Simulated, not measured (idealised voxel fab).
Presented below is a process module, voxel tone inversion.
The width of the displayed cross-section, cut, is 295 nm; its cells are square, with a size of 5 nm.
Cross-section layout: square cells on a grid; listed as bands, top to bottom; a band spans one or more cell rows. The entry gives the band's vertical extent as a top height and a bottom height in nm, then its horizontal make-up as materials from left to right, each with a width in nm. "blank" stands for empty space; a single material marked "everywhere" fills the band edge to edge. It should be noted that heights are counted from 0, beneath which the wafer as supplied is of one material throughout, and that the lowest band possesses no lower boundary but continues downward, as written in "0 and below". Think of "30..40" as a width that walks from the first number to the second as you go down the band, top row to bottom row, taking equal-sized steps from row to row. Take "stayed the same" at face value: in the step it is given for, the cross-section changed in none of its cells. This entry, "Trapped void list", enumerates those empty regions of no fewer than 8 cells that possess no open connection to the top. Each region is reported in the form width x height at distance, the distance being taken from the left edge, with all three quantities expressed in nm. Anything after a step's settings on that line? It's the simulator's own note about the step. Regarding "overlay nm": on a step with a mask, it is the distance the mask lay to the right of its planned place; a negative value places it to the left.

-- Here's what the planned process steps look like
step 1: RECEIVE | material Si
step 2: CONFORMAL_DEP | material SiN | thk nm 5
step 3: DIRECTIONAL_DEP | material aC | thk nm 20
step 4: PATTERN | tone cover | mask id POSTS | material resist | width nm 15 | pitch nm 30 | thk nm 25 | overlay nm 0
step 5: DIRECTIONAL_ETCH | etch materials aC | depth nm 20
step 6: STRIP | etch materials resist
step 7: FILL_DEP | material SiO2 | thk nm 5
step 8: CMP | height nm 25
step 9: STRIP | etch materials aC

-- So this is the incoming wafer in cross-section - it's already been through step 1
    0 and below: Si everywhere
    Trapped void list: none

-- End state of the module in cross-section, given the above starting point and plan and one mistake in execution
    25 down to 15: 110 of SiO2  15 of blank  15 of SiO2  15 of blank  15 of SiO2  15 of blank  110 of SiO2
    15 down to 0: SiN everywhere
    0 and below: Si everywhere
    Trapped void list: none
Heads up, the wafer didn't run the way we planned it: off-plan run, step 2, actual operation and settings CONFORMAL_DEP | material SiN | thk nm 15
